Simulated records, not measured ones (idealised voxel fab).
The process module that follows is named voxel gate over fins.
Displayed cross-section: cut, width of 190 nm, square cells sized 5 nm.
A cross-section in this document is a grid of square cells, and it is written down as bands, the top band listed before the ones below it; a band is made up of one or more rows of cells. Each band's line starts with the height of the band's top and of its bottom, in nm. Then come its materials from left to right, each with its width in nm. One material with "everywhere" fills the band from edge to edge. "air" is empty space. Height is counted from the level 0, under which the received wafer is composed throughout of one material. The lowest of the bands is not closed at the bottom but continues downward, in the notation "z 0 and below". A width given as "30 to 40" starts at the first number in the band's top row and ends at the second number in its bottom row, shifting by an equal amount at every step from row to row. For the purposes of this document, the phrase "remained the same" attached to a step denotes that no cell within the cross-section was modified by that step. Closed empty spaces (no open way to the top) of 8 cells or more are what "Closed void inventory" lists, each as width x height at distance from the left edge, nm for all three. after a step's settings: what the simulator itself notes on the step. "overlay nm" on a masked step: distance the mask lay right of its planned place, negative for left.

The following list gives the planned process steps:
1,op RECEIVE | material Si
2,op CONFORMAL_DEP | material SiN | thk nm 10
3,op DIRECTIONAL_DEP | material aC | thk nm 15
4,op PATTERN | tone cover | mask id FINS | material resist | width nm 15 | pitch nm 40 | thk nm 30 | overlay nm 0
5,op DIRECTIONAL_ETCH | etch materials aC | depth nm 15
6,op STRIP | etch materials resist
7,op DIRECTIONAL_ETCH | etch materials SiN | depth nm 10
8,op DIRECTIONAL_ETCH | etch materials Si | depth nm 30
9,op STRIP | etch materials aC
10,op FILL_DEP | material SiO2 | thk nm 10
11,op CMP | height nm 10
12,op SELECTIVE_ETCH | etch materials SiO2 | depth nm 25
13,op STRIP | etch materials SiN
14,op CONFORMAL_DEP | material HfO2 | thk nm 5
15,op CONFORMAL_DEP | material TiN | thk nm 5
16,op CONFORMAL_DEP | material TiAl | thk nm 5
17,op CONFORMAL_DEP | material TiN | thk nm 5
18,op FILL_DEP | material W | thk nm 10
19,op CMP | height nm 25
20,op CONFORMAL_DEP | material SiCN | thk nm 5

Cross-section of the incoming wafer, state after step 1:
> z 0 and below: Si everywhere
> Closed void inventory: none

first wafer at the end, as planned:
> z 30 to 25: SiCN everywhere
> z 25 to 20: W everywhere
> z 20 to 15: W: 25, then TiN: 135, then W: 30
> z 15 to 10: W: 25, then TiN: 5, then TiAl: 125, then TiN: 5, then W: 30
> z 10 to 5: W: 25, then TiN: 5, then TiAl: 5, then TiN: 35, then TiAl: 5, then TiN: 35, then TiAl: 5, then TiN: 35, then TiAl: 5, then TiN: 5, then W: 30
> z 5 to 0: TiN: 30, then TiAl: 5, then TiN: 5, then HfO2: 25, then TiN: 5, then TiAl: 5, then TiN: 5, then HfO2: 25, then TiN: 5, then TiAl: 5, then TiN: 5, then HfO2: 25, then TiN: 5, then TiAl: 5, then TiN: 35
> z 0 to -5: TiAl: 35, then TiN: 5, then HfO2: 5, then Si: 15, then HfO2: 5, then TiN: 5, then TiAl: 5, then TiN: 5, then HfO2: 5, then Si: 15, then HfO2: 5, then TiN: 5, then TiAl: 5, then TiN: 5, then HfO2: 5, then Si: 15, then HfO2: 5, then TiN: 5, then TiAl: 40
> z -5 to -10: TiN: 40, then HfO2: 5, then Si: 15, then HfO2: 5, then TiN: 15, then HfO2: 5, then Si: 15, then HfO2: 5, then TiN: 15, then HfO2: 5, then Si: 15, then HfO2: 5, then TiN: 45
> z -10 to -15: HfO2: 45, then Si: 15, then HfO2: 25, then Si: 15, then HfO2: 25, then Si: 15, then HfO2: 50
> z -15 to -30: SiO2: 45, then Si: 15, then SiO2: 25, then Si: 15, then SiO2: 25, then Si: 15, then SiO2: 50
> z -30 and below: Si everywhere
> Closed void inventory: none

Cross-section, wafer two of two, end of module: same start and plan as wafer one, one error in execution:
> z 30 to 25: SiCN everywhere
> z 25 to 20: W everywhere
> z 20 to 15: W: 20, then TiN: 135, then W: 35
> z 15 to 10: W: 20, then TiN: 5, then TiAl: 125, then TiN: 5, then W: 35
> z 10 to 5: W: 20, then TiN: 5, then TiAl: 5, then TiN: 35, then TiAl: 5, then TiN: 35, then TiAl: 5, then TiN: 35, then TiAl: 5, then TiN: 5, then W: 35
> z 5 to 0: TiN: 25, then TiAl: 5, then TiN: 5, then HfO2: 25, then TiN: 5, then TiAl: 5, then TiN: 5, then HfO2: 25, then TiN: 5, then TiAl: 5, then TiN: 5, then HfO2: 25, then TiN: 5, then TiAl: 5, then TiN: 40
> z 0 to -5: TiAl: 30, then TiN: 5, then HfO2: 5, then Si: 15, then HfO2: 5, then TiN: 5, then TiAl: 5, then TiN: 5, then HfO2: 5, then Si: 15, then HfO2: 5, then TiN: 5, then TiAl: 5, then TiN: 5, then HfO2: 5, then Si: 15, then HfO2: 5, then TiN: 5, then TiAl: 45
> z -5 to -10: TiN: 35, then HfO2: 5, then Si: 15, then HfO2: 5, then TiN: 15, then HfO2: 5, then Si: 15, then HfO2: 5, then TiN: 15, then HfO2: 5, then Si: 15, then HfO2: 5, then TiN: 50
> z -10 to -15: HfO2: 40, then Si: 15, then HfO2: 25, then Si: 15, then HfO2: 25, then Si: 15, then HfO2: 55
> z -15 to -30: SiO2: 40, then Si: 15, then SiO2: 25, then Si: 15, then SiO2: 25, then Si: 15, then SiO2: 55
> z -30 and below: Si everywhere
> Closed void inventory: none
Here's what went sideways: rather than as planned, step 4 actually ran as op PATTERN | tone cover | mask id FINS | material resist | width nm 15 | pitch nm 40 | thk nm 30 | overlay nm -5
The concluding comparison shows that, measured in cells, each material is equally abundant on both wafers, albeit at different positions.
